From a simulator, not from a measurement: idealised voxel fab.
Proc. module: voxel plated lines
The figure presents cross-section cut, which has a width of 290 nm and is divided into square cells with an edge length of 5 nm.
A cross-section is a grid of square cells, given in bands from the top down. A band is one or more rows of cells.
Look at the band entry: it leads with the top's height and the bottom's height in nm. Then it lists the materials left to right, with a width in nm for each. The word "throughout" on a single material says that material fills the band edge to edge. The word "empty" is empty space.
Zero point of the height axis is 0; under it, received wafer = one material. Lowest band: continues down indefinitely, "0..down".
So if you see something like "30..40" for the width, read it as the top row of the band sitting at the first number and the bottom row at the second, with every row in between moving by the same amount as the last.
Where a step carries "stayed the same", the cross-section came out of it unchanged, cell for cell.
Each empty space that has no open way to the top and spans at least 8 cells appears under "Sealed void listing" as width x height at distance, the distance counted from the left edge, all in nm.
Text after the settings on a step's line: the simulator's own remark on that step.
overlay nm: right-of-plan distance of the mask on a masked step; negative values mean left-of-plan.

### Process steps foreseen in the plan
1) RECEIVE with material Si
2) CONFORMAL_DEP with material Al2O3, thk nm 5
3) DIRECTIONAL_DEP with material TiN, thk nm 5
4) PATTERN with tone open, mask id LINES, material resist, width nm 30, pitch nm 55, thk nm 35, overlay nm 0
5) EPI with material Ru, thk nm 10
6) EPI with material Ru, thk nm 5
7) EPI with material Ru, thk nm 10
8) STRIP with etch materials resist
9) DIRECTIONAL_ETCH with etch materials TiN, depth nm 5
10) CONFORMAL_DEP with material SiCN, thk nm 10

### What follows covers the first of two wafers; it ran as planned

### Step 1 complete: cross-section of the wafer as received
	0..down: Si throughout
	Sealed void listing: none

### after step 2
	5..0: Al2O3 throughout
	Whatever lies below 0 is exactly as it was before.

### after step 3
	10..5: TiN throughout
	Whatever lies below 5 is exactly as it was before.

### after step 4
	45..10: resist (45) / empty (30) / resist (25) / empty (30) / resist (25) / empty (30) / resist (25) / empty (30) / resist (50)
	Whatever lies below 10 is exactly as it was before.

### after step 5
	45..20: resist (45) / empty (30) / resist (25) / empty (30) / resist (25) / empty (30) / resist (25) / empty (30) / resist (50)
	20..10: resist (45) / Ru (30) / resist (25) / Ru (30) / resist (25) / Ru (30) / resist (25) / Ru (30) / resist (50)
	Whatever lies below 10 is exactly as it was before.

### after step 6
	45..25: resist (45) / empty (30) / resist (25) / empty (30) / resist (25) / empty (30) / resist (25) / empty (30) / resist (50)
	25..10: resist (45) / Ru (30) / resist (25) / Ru (30) / resist (25) / Ru (30) / resist (25) / Ru (30) / resist (50)
	Whatever lies below 10 is exactly as it was before.

### after step 7
	45..35: resist (45) / empty (30) / resist (25) / empty (30) / resist (25) / empty (30) / resist (25) / empty (30) / resist (50)
	35..10: resist (45) / Ru (30) / resist (25) / Ru (30) / resist (25) / Ru (30) / resist (25) / Ru (30) / resist (50)
	Whatever lies below 10 is exactly as it was before.

### after step 8
	35..10: empty (45) / Ru (30) / empty (25) / Ru (30) / empty (25) / Ru (30) / empty (25) / Ru (30) / empty (50)
	Whatever lies below 10 is exactly as it was before.

### after step 9
	35..10: empty (45) / Ru (30) / empty (25) / Ru (30) / empty (25) / Ru (30) / empty (25) / Ru (30) / empty (50)
	10..5: empty (45) / TiN (30) / empty (25) / TiN (30) / empty (25) / TiN (30) / empty (25) / TiN (30) / empty (50)
	Whatever lies below 5 is exactly as it was before.

### after step 10
	45..35: empty (35) / SiCN (50) / empty (5) / SiCN (50) / empty (5) / SiCN (50) / empty (5) / SiCN (50) / empty (40)
	35..15: empty (35) / SiCN (10) / Ru (30) / SiCN (10) / empty (5) / SiCN (10) / Ru (30) / SiCN (10) / empty (5) / SiCN (10) / Ru (30) / SiCN (10) / empty (5) / SiCN (10) / Ru (30) / SiCN (10) / empty (40)
	15..10: SiCN (45) / Ru (30) / SiCN (25) / Ru (30) / SiCN (25) / Ru (30) / SiCN (25) / Ru (30) / SiCN (50)
	10..5: SiCN (45) / TiN (30) / SiCN (25) / TiN (30) / SiCN (25) / TiN (30) / SiCN (25) / TiN (30) / SiCN (50)
	Whatever lies below 5 is exactly as it was before.

### Here the second wafer is described. Its start and its plan were those of the first wafer. Its run contained one mistake. Up to and including step 2, it did exactly what the first wafer did

### X-section, second wafer, when step 3 was due to finish
	20..5: TiN throughout
	Whatever lies below 5 is exactly as it was before.

### X-section, second wafer, when step 4 was due to finish
	55..20: resist (45) / empty (30) / resist (25) / empty (30) / resist (25) / empty (30) / resist (25) / empty (30) / resist (50)
	Whatever lies below 20 is exactly as it was before.

### X-section, second wafer, when step 5 was due to finish
	55..30: resist (45) / empty (30) / resist (25) / empty (30) / resist (25) / empty (30) / resist (25) / empty (30) / resist (50)
	30..20: resist (45) / Ru (30) / resist (25) / Ru (30) / resist (25) / Ru (30) / resist (25) / Ru (30) / resist (50)
	Whatever lies below 20 is exactly as it was before.

### X-section, second wafer, when step 6 was due to finish
	55..35: resist (45) / empty (30) / resist (25) / empty (30) / resist (25) / empty (30) / resist (25) / empty (30) / resist (50)
	35..20: resist (45) / Ru (30) / resist (25) / Ru (30) / resist (25) / Ru (30) / resist (25) / Ru (30) / resist (50)
	Whatever lies below 20 is exactly as it was before.

### X-section, second wafer, when step 7 was due to finish
	55..45: resist (45) / empty (30) / resist (25) / empty (30) / resist (25) / empty (30) / resist (25) / empty (30) / resist (50)
	45..20: resist (45) / Ru (30) / resist (25) / Ru (30) / resist (25) / Ru (30) / resist (25) / Ru (30) / resist (50)
	Whatever lies below 20 is exactly as it was before.

### X-section, second wafer, when step 8 was due to finish
	45..20: empty (45) / Ru (30) / empty (25) / Ru (30) / empty (25) / Ru (30) / empty (25) / Ru (30) / empty (50)
	Whatever lies below 20 is exactly as it was before.

### X-section, second wafer, when step 9 was due to finish
	45..20: empty (45) / Ru (30) / empty (25) / Ru (30) / empty (25) / Ru (30) / empty (25) / Ru (30) / empty (50)
	20..15: empty (45) / TiN (30) / empty (25) / TiN (30) / empty (25) / TiN (30) / empty (25) / TiN (30) / empty (50)
	Whatever lies below 15 is exactly as it was before.

### X-section, second wafer, when step 10 was due to finish
	55..45: empty (35) / SiCN (50) / empty (5) / SiCN (50) / empty (5) / SiCN (50) / empty (5) / SiCN (50) / empty (40)
	45..25: empty (35) / SiCN (10) / Ru (30) / SiCN (10) / empty (5) / SiCN (10) / Ru (30) / SiCN (10) / empty (5) / SiCN (10) / Ru (30) / SiCN (10) / empty (5) / SiCN (10) / Ru (30) / SiCN (10) / empty (40)
	25..20: SiCN (45) / Ru (30) / SiCN (25) / Ru (30) / SiCN (25) / Ru (30) / SiCN (25) / Ru (30) / SiCN (50)
	20..15: SiCN (45) / TiN (30) / SiCN (25) / TiN (30) / SiCN (25) / TiN (30) / SiCN (25) / TiN (30) / SiCN (50)
	Whatever lies below 15 is exactly as it was before.
Error vs. plan: off-plan run, step 3, actual operation and settings DIRECTIONAL_DEP with material TiN, thk nm 15
at the end the second wafer has, in cells: +116 TiN
